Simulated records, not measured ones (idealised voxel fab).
Herein follows the process module entitled voxel capacitor over wiring.
Displayed cross-section: cut, width of 220 nm, square cells sized 5 nm.
A cross-section in this document is a grid of square cells, and it is written down as bands, the top band listed before the ones below it; a band is made up of one or more rows of cells.
This entry defines a band. It first specifies the height of the band's top and the height of its bottom in nm, and then specifies the band's materials from left to right, stating each material with its width in nm. The word "edge to edge" identifies a single material that fills the band from edge to edge, while the word "air" identifies empty space.
Beneath 0, the wafer as received is one material, and that level is where height counting begins. The lowest band goes on downward without a bottom; it is written like "from 0 down".
Top row gets the first number, bottom row gets the second, and each row in between changes by the same step: that is how a band width like "30 to 40" works.
It should be understood that the words "no change", when stated for a given step, signify that the cross-section underwent no change in any of its cells during that step.
Closed-off voids of 8+ cells (no open route to the top) go in "Completely enclosed voids", written width x height at distance from the left edge, in nm.
Where a step's line continues beyond its settings, the continuation is a remark by the simulator itself on that step.
overlay nm: right-of-plan distance of the mask on a masked step; negative values mean left-of-plan.

List of planned process steps
step 1: RECEIVE: material Si
step 2: CONFORMAL_DEP: material SiO2, thk nm 10
step 3: DIRECTIONAL_DEP: material TiN, thk nm 5
step 4: DIRECTIONAL_DEP: material W, thk nm 20
step 5: MASKED_ETCH: tone cover, mask id METAL_1, width nm 30, pitch nm 100, etch materials W, depth nm 20, overlay nm 0
step 6: MASKED_ETCH: tone cover, mask id METAL_1, width nm 30, pitch nm 100, etch materials TiN, depth nm 5, overlay nm 0
step 7: CONFORMAL_DEP: material SiN, thk nm 5
step 8: FILL_DEP: material lowk, thk nm 10
step 9: CMP: height nm 35
step 10: CONFORMAL_DEP: material SiCN, thk nm 5
step 11: DIRECTIONAL_DEP: material lowk, thk nm 15
step 12: PATTERN: tone open, mask id PLUG_1, material resist, width nm 15, thk nm 15, overlay nm 0
step 13: DIRECTIONAL_ETCH: etch materials lowk, depth nm 15
step 14: DIRECTIONAL_ETCH: etch materials SiCN, depth nm 5
step 15: STRIP: etch materials resist
step 16: EPI: material Ru, thk nm 10
step 17: EPI: material Ru, thk nm 10
step 18: DIRECTIONAL_DEP: material TiN, thk nm 10
step 19: DIRECTIONAL_DEP: material Al2O3, thk nm 5
step 20: DIRECTIONAL_DEP: material TiN, thk nm 5
step 21: MASKED_ETCH: tone cover, mask id UPPER_PLATE, width nm 75, etch materials TiN, depth nm 5, overlay nm 0
step 22: MASKED_ETCH: tone cover, mask id UPPER_PLATE, width nm 75, etch materials Al2O3, depth nm 5, overlay nm 0
step 23: MASKED_ETCH: tone cover, mask id LOWER_PLATE, width nm 85, etch materials TiN, depth nm 10, overlay nm 0
step 24: FILL_DEP: material SiO2, thk nm 15
step 25: CMP: height nm 85
step 26: MASKED_ETCH: tone open, mask id PLUG_2, width nm 15, etch materials SiO2, depth nm 10, overlay nm 0
step 27: CONFORMAL_DEP: material TiN, thk nm 5
step 28: FILL_DEP: material W, thk nm 10
step 29: CMP: height nm 85
step 30: CONFORMAL_DEP: material SiN, thk nm 5

The first wafer of two, processed as planned

As received (post step 1): cross-section
  from 0 down | Si edge to edge
  Completely enclosed voids: none

Once step 2 is through, the wafer looks like this in cross-section
  from 10 to 0 | SiO2 edge to edge
  No changes below 0.

Once step 3 is through, the wafer looks like this in cross-section
  from 15 to 10 | TiN edge to edge
  No changes below 10.

Once step 4 is through, the wafer looks like this in cross-section
  from 35 to 15 | W edge to edge
  No changes below 15.

Once step 5 is through, the wafer looks like this in cross-section
  from 35 to 15 | air: 45 | W: 30 | air: 70 | W: 30 | air: 45
  No changes below 15.

Once step 6 is through, the wafer looks like this in cross-section
  from 35 to 15 | air: 45 | W: 30 | air: 70 | W: 30 | air: 45
  from 15 to 10 | air: 45 | TiN: 30 | air: 70 | TiN: 30 | air: 45
  No changes below 10.

Once step 7 is through, the wafer looks like this in cross-section
  from 40 to 35 | air: 40 | SiN: 40 | air: 60 | SiN: 40 | air: 40
  from 35 to 15 | air: 40 | SiN: 5 | W: 30 | SiN: 5 | air: 60 | SiN: 5 | W: 30 | SiN: 5 | air: 40
  from 15 to 10 | SiN: 45 | TiN: 30 | SiN: 70 | TiN: 30 | SiN: 45
  No changes below 10.

Once step 8 is through, the wafer looks like this in cross-section
  from 50 to 40 | lowk edge to edge
  from 40 to 35 | lowk: 40 | SiN: 40 | lowk: 60 | SiN: 40 | lowk: 40
  from 35 to 15 | lowk: 40 | SiN: 5 | W: 30 | SiN: 5 | lowk: 60 | SiN: 5 | W: 30 | SiN: 5 | lowk: 40
  No changes below 15.

Once step 9 is through, the wafer looks like this in cross-section
  from 35 to 15 | lowk: 40 | SiN: 5 | W: 30 | SiN: 5 | lowk: 60 | SiN: 5 | W: 30 | SiN: 5 | lowk: 40
  No changes below 15.

Once step 10 is through, the wafer looks like this in cross-section
  from 40 to 35 | SiCN edge to edge
  No changes below 35.

Once step 11 is through, the wafer looks like this in cross-section
  from 55 to 40 | lowk edge to edge
  No changes below 40.

Once step 12 is through, the wafer looks like this in cross-section
  from 70 to 55 | resist: 60 | air: 15 | resist: 145
  No changes below 55.

Once step 13 is through, the wafer looks like this in cross-section
  from 70 to 55 | resist: 60 | air: 15 | resist: 145
  from 55 to 40 | lowk: 60 | air: 15 | lowk: 145
  No changes below 40.

Once step 14 is through, the wafer looks like this in cross-section
  from 70 to 55 | resist: 60 | air: 15 | resist: 145
  from 55 to 40 | lowk: 60 | air: 15 | lowk: 145
  from 40 to 35 | SiCN: 60 | air: 15 | SiCN: 145
  No changes below 35.

Once step 15 is through, the wafer looks like this in cross-section
  from 55 to 40 | lowk: 60 | air: 15 | lowk: 145
  No changes below 40.

Once step 16 is through, the wafer looks like this in cross-section
  from 55 to 45 | lowk: 60 | air: 15 | lowk: 145
  from 45 to 40 | lowk: 60 | Ru: 15 | lowk: 145
  from 40 to 35 | SiCN: 60 | Ru: 15 | SiCN: 145
  No changes below 35.

Once step 17 is through, the wafer looks like this in cross-section
  from 55 to 40 | lowk: 60 | Ru: 15 | lowk: 145
  No changes below 40.

Once step 18 is through, the wafer looks like this in cross-section
  from 65 to 55 | TiN edge to edge
  No changes below 55.

Once step 19 is through, the wafer looks like this in cross-section
  from 70 to 65 | Al2O3 edge to edge
  No changes below 65.

Once step 20 is through, the wafer looks like this in cross-section
  from 75 to 70 | TiN edge to edge
  No changes below 70.

Once step 21 is through, the wafer looks like this in cross-section
  from 75 to 70 | air: 60 | TiN: 75 | air: 85
  No changes below 70.

Once step 22 is through, the wafer looks like this in cross-section
  from 75 to 70 | air: 60 | TiN: 75 | air: 85
  from 70 to 65 | air: 60 | Al2O3: 75 | air: 85
  No changes below 65.

Once step 23 is through, the wafer looks like this in cross-section
  from 75 to 70 | air: 60 | TiN: 75 | air: 85
  from 70 to 65 | air: 60 | Al2O3: 75 | air: 85
  from 65 to 55 | air: 55 | TiN: 85 | air: 80
  No changes below 55.

Once step 24 is through, the wafer looks like this in cross-section
  from 90 to 75 | SiO2 edge to edge
  from 75 to 70 | SiO2: 60 | TiN: 75 | SiO2: 85
  from 70 to 65 | SiO2: 60 | Al2O3: 75 | SiO2: 85
  from 65 to 55 | SiO2: 55 | TiN: 85 | SiO2: 80
  No changes below 55.

Once step 25 is through, the wafer looks like this in cross-section
  from 85 to 75 | SiO2 edge to edge
  No changes below 75.

Once step 26 is through, the wafer looks like this in cross-section
  from 85 to 75 | SiO2: 70 | air: 15 | SiO2: 135
  No changes below 75.

Once step 27 is through, the wafer looks like this in cross-section
  from 90 to 85 | TiN: 75 | air: 5 | TiN: 140
  from 85 to 80 | SiO2: 70 | TiN: 5 | air: 5 | TiN: 5 | SiO2: 135
  from 80 to 70 | SiO2: 70 to 60 | TiN: 15 to 75 | SiO2: 135 to 85
  No changes below 70.

Once step 28 is through, the wafer looks like this in cross-section
  from 100 to 90 | W edge to edge
  from 90 to 85 | TiN: 75 | W: 5 | TiN: 140
  from 85 to 80 | SiO2: 70 | TiN: 5 | W: 5 | TiN: 5 | SiO2: 135
  No changes below 80.

Once step 29 is through, the wafer looks like this in cross-section
  from 85 to 80 | SiO2: 70 | TiN: 5 | W: 5 | TiN: 5 | SiO2: 135
  No changes below 80.

Once step 30 is through, the wafer looks like this in cross-section
  from 90 to 85 | SiN edge to edge
  No changes below 85.

Here the second wafer is described. Its start and its plan were those of the first wafer. Its run contained one mistake. Up to and including step 15, it did exactly what the first wafer did

Cross-section of the second wafer at the time step 17 of the plan should have ended
  from 65 to 55 | air: 50 | Ru: 35 | air: 135
  from 55 to 40 | lowk: 60 | Ru: 15 | lowk: 145
  from 40 to 35 | SiCN: 60 | Ru: 15 | SiCN: 145
  No changes below 35.

Cross-section of the second wafer at the time step 18 of the plan should have ended
  from 75 to 65 | air: 50 | TiN: 35 | air: 135
  from 65 to 55 | TiN: 50 | Ru: 35 | TiN: 135
  No changes below 55.

Cross-section of the second wafer at the time step 19 of the plan should have ended
  from 80 to 75 | air: 50 | Al2O3: 35 | air: 135
  from 75 to 70 | air: 50 | TiN: 35 | air: 135
  from 70 to 65 | Al2O3: 50 | TiN: 35 | Al2O3: 135
  No changes below 65.

Cross-section of the second wafer at the time step 20 of the plan should have ended
  from 85 to 80 | air: 50 | TiN: 35 | air: 135
  from 80 to 75 | air: 50 | Al2O3: 35 | air: 135
  from 75 to 70 | TiN edge to edge
  No changes below 70.

Cross-section of the second wafer at the time step 21 of the plan should have ended
  from 85 to 80 | air: 60 | TiN: 25 | air: 135
  from 80 to 75 | air: 50 | Al2O3: 35 | air: 135
  from 75 to 70 | air: 50 | TiN: 85 | air: 85
  No changes below 70.

Cross-section of the second wafer at the time step 22 of the plan should have ended
  from 85 to 80 | air: 60 | TiN: 25 | air: 135
  from 80 to 75 | air: 60 | Al2O3: 25 | air: 135
  from 75 to 70 | air: 50 | TiN: 85 | air: 85
  from 70 to 65 | air: 50 | TiN: 35 | Al2O3: 50 | air: 85
  No changes below 65.

Cross-section of the second wafer at the time step 23 of the plan should have ended
  from 85 to 80 | air: 60 | TiN: 25 | air: 135
  from 80 to 75 | air: 60 | Al2O3: 25 | air: 135
  from 75 to 70 | air: 55 | TiN: 80 | air: 85
  from 70 to 65 | air: 55 | TiN: 30 | Al2O3: 50 | air: 85
  from 65 to 55 | air: 50 | Ru: 35 | TiN: 55 | air: 80
  No changes below 55.

Cross-section of the second wafer at the time step 24 of the plan should have ended
  from 100 to 85 | SiO2 edge to edge
  from 85 to 80 | SiO2: 60 | TiN: 25 | SiO2: 135
  from 80 to 75 | SiO2: 60 | Al2O3: 25 | SiO2: 135
  from 75 to 70 | SiO2: 55 | TiN: 80 | SiO2: 85
  from 70 to 65 | SiO2: 55 | TiN: 30 | Al2O3: 50 | SiO2: 85
  from 65 to 55 | SiO2: 50 | Ru: 35 | TiN: 55 | SiO2: 80
  No changes below 55.

Cross-section of the second wafer at the time step 25 of the plan should have ended
  from 85 to 80 | SiO2: 60 | TiN: 25 | SiO2: 135
  No changes below 80.

Cross-section of the second wafer at the time step 26 of the plan should have ended: no change

Cross-section of the second wafer at the time step 27 of the plan should have ended
  from 90 to 85 | TiN edge to edge
  No changes below 85.

Cross-section of the second wafer at the time step 28 of the plan should have ended
  from 100 to 90 | W edge to edge
  No changes below 90.

Cross-section of the second wafer at the time step 29 of the plan should have ended
  from 85 to 80 | SiO2: 60 | TiN: 25 | SiO2: 135
  No changes below 80.

Cross-section of the second wafer at the time step 30 of the plan should have ended
  from 90 to 85 | SiN edge to edge
  No changes below 85.
Run error: which of the identical steps 16 and 17 was run twice cannot be determined, only that one of them was
at the end the second wafer has, in cells: Ru +14 | SiO2 -8 | TiN -5 | W -1
